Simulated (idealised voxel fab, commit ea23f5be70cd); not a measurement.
The process module presented herein is designated voxel gate over fins.
Shown is cross-section cut, with a width of 270 nm and square cells of size 5 nm.
Cross-section, as written here: a square-cell grid given band by band from the top down, where a band holds one or more rows of cells. Quick guide to a band line: top height, bottom height (nm) up front; then every material left to right with its width in nm. Only one material and it's marked "everywhere"? Then it fills the band edge to edge. And "blank" just means empty space. Measure heights from 0. That's the level where, below it, the as-received wafer is all one material. The lowest band is bottomless and extends downward; write it as in "0 and below". It should be noted that a width expressed as "30->40" varies in equal increments from row to row of cells within the band, taking the value of the first number at the top row and that of the second number at the bottom row. Basically "all unchanged" means that step didn't change any cell in the cross-section. "Sealed void listing": empty spaces of 8 cells or more with no open way to the top, each given as width x height at distance, distance from the left edge, all in nm. If you see something after the settings on a step's line, that's the simulator's own remark about that step. Steps that use a mask can have "overlay nm" on their line. It says how far the mask sat to the right of where it was meant to be. Negative means to the left.

# Steps in the process plan
1. RECEIVE [material Si]
2. CONFORMAL_DEP [material SiN] [thk nm 10]
3. MASKED_ETCH [tone cover] [mask id FINS] [width nm 15] [pitch nm 45] [etch materials SiN] [depth nm 10] [overlay nm 0]
4. MASKED_ETCH [tone cover] [mask id FINS] [width nm 15] [pitch nm 45] [etch materials Si] [depth nm 35] [overlay nm 0]
5. FILL_DEP [material SiO2] [thk nm 15]
6. CMP [height nm 10]
7. SELECTIVE_ETCH [etch materials SiO2] [depth nm 20]
8. STRIP [etch materials SiN]
9. CONFORMAL_DEP [material HfO2] [thk nm 5]
10. CONFORMAL_DEP [material TiN] [thk nm 5]
11. FILL_DEP [material W] [thk nm 10]
12. CMP [height nm 5]
13. CONFORMAL_DEP [material SiCN] [thk nm 5]
The plan's step 12 height nm is the first wafer's value; the wafers differ in this setting and start identical.

# Cross-section of the first incoming wafer of several, state after step 1
- 0 and below: Si everywhere
- Sealed void listing: none

# wafer rows; end of module; cells per material since receipt: (+) gained, (-) lost; then closed voids
height nm 5, +70 HfO2, -294 Si, +54 SiCN, +210 SiO2, +42 TiN, +26 W, Sealed void listing: none
height nm 10, +70 HfO2, -294 Si, +54 SiCN, +210 SiO2, +70 TiN, +52 W, Sealed void listing: none
height nm 15, +70 HfO2, -294 Si, +54 SiCN, +210 SiO2, +70 TiN, +106 W, Sealed void listing: none
height nm 20, +70 HfO2, -294 Si, +54 SiCN, +210 SiO2, +70 TiN, +160 W, Sealed void listing: none
